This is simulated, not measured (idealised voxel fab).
Process module in this document: voxel ribs on slabs
Section shown: cut. Width: 175 nm. Cell size: 5 nm, square.
Cross-section format: a grid of square cells, given as bands from top to bottom; each band is one or more rows of cells.
Heads up on the band format: heights come first, top then bottom, in nm. After that it's the materials left to right, each with its width in nm. A single material flagged "edge to edge" fills the whole band edge to edge, and "empty" means there's empty space there.
For the purposes of this specification, 0 denotes the height below which the wafer in its as-received condition is composed wholly of one material, and the lowermost band, lacking a lower limit, extends downward without end, as expressed in "0 down".
Read "30..40" as a graded width: first number on top, second number at the bottom, same change between each pair of neighbouring rows.
Step marked "nothing got changed"? Then no cell in the cross-section changed in it.
Heads up: "Closed void table" only lists the empty pockets with no open path to the top that are 8 cells or more, and it writes them as width x height at distance, distance from the left edge, in nm.
Post-settings text on a step line: simulator's own remark regarding the step.
The "overlay nm" setting may appear on a step's line; for a step that uses a mask, it gives how far to the right of its planned position the mask lay, and a negative value indicates the left.
[So here's the lineup of process steps we planned]
step 1: RECEIVE [material Si]
step 2: DIRECTIONAL_DEP [material SiO2] [thk nm 25]
step 3: DIRECTIONAL_DEP [material SiN] [thk nm 25]
step 4: DIRECTIONAL_DEP [material aC] [thk nm 10]
step 5: PATTERN [tone cover] [mask id RIB] [material resist] [width nm 25] [thk nm 25] [overlay nm 0]
step 6: DIRECTIONAL_ETCH [etch materials aC] [depth nm 10]
step 7: STRIP [etch materials resist]
step 8: DIRECTIONAL_ETCH [etch materials SiN] [depth nm 20]
step 9: STRIP [etch materials aC]
step 10: PATTERN [tone cover] [mask id SLAB] [material resist] [width nm 65] [thk nm 20] [overlay nm 0]
step 11: DIRECTIONAL_ETCH [etch materials SiN] [depth nm 5]
step 12: STRIP [etch materials resist]
step 13: FILL_DEP [material SiO2] [thk nm 25]
step 14: CMP [height nm 65]
step 15: DIRECTIONAL_DEP [material TiN] [thk nm 5]
step 16: PATTERN [tone cover] [mask id HEATER] [material resist] [width nm 35] [thk nm 15] [overlay nm 0]
step 17: DIRECTIONAL_ETCH [etch materials TiN] [depth nm 5]
step 18: STRIP [etch materials resist]
step 19: CONFORMAL_DEP [material SiN] [thk nm 5]
[Wafer at receipt (post step 1), cross-section]
  0 down | Si edge to edge
  Closed void table: none
[As-planned run: cross-section of the first of two wafers at end of module]
  75 to 70 | empty=65, SiN=45, empty=65
  70 to 65 | SiN=70, TiN=35, SiN=70
  65 to 50 | SiO2 edge to edge
  50 to 30 | SiO2=75, SiN=25, SiO2=75
  30 to 25 | SiO2=55, SiN=65, SiO2=55
  25 to 0 | SiO2 edge to edge
  0 down | Si edge to edge
  Closed void table: none
[Wafer two, end of module, cross-section. Same start, same plan as wafer one. One mistake in the run]
  75 to 70 | empty=65, SiN=45, empty=65
  70 to 65 | SiN=70, TiN=35, SiN=70
  65 to 50 | SiO2 edge to edge
  50 to 30 | SiO2=75, SiN=25, SiO2=75
  30 to 25 | SiO2=55, SiN=65, SiO2=55
  25 to 0 | SiN edge to edge
  0 down | Si edge to edge
  Closed void table: none
Error vs. plan: not per plan at step 2, really ran DIRECTIONAL_DEP [material SiN] [thk nm 25]
FYI, end of process, the second wafer has more or fewer cells of some materials than the first: SiN: 175 more, SiO2: 175 fewer
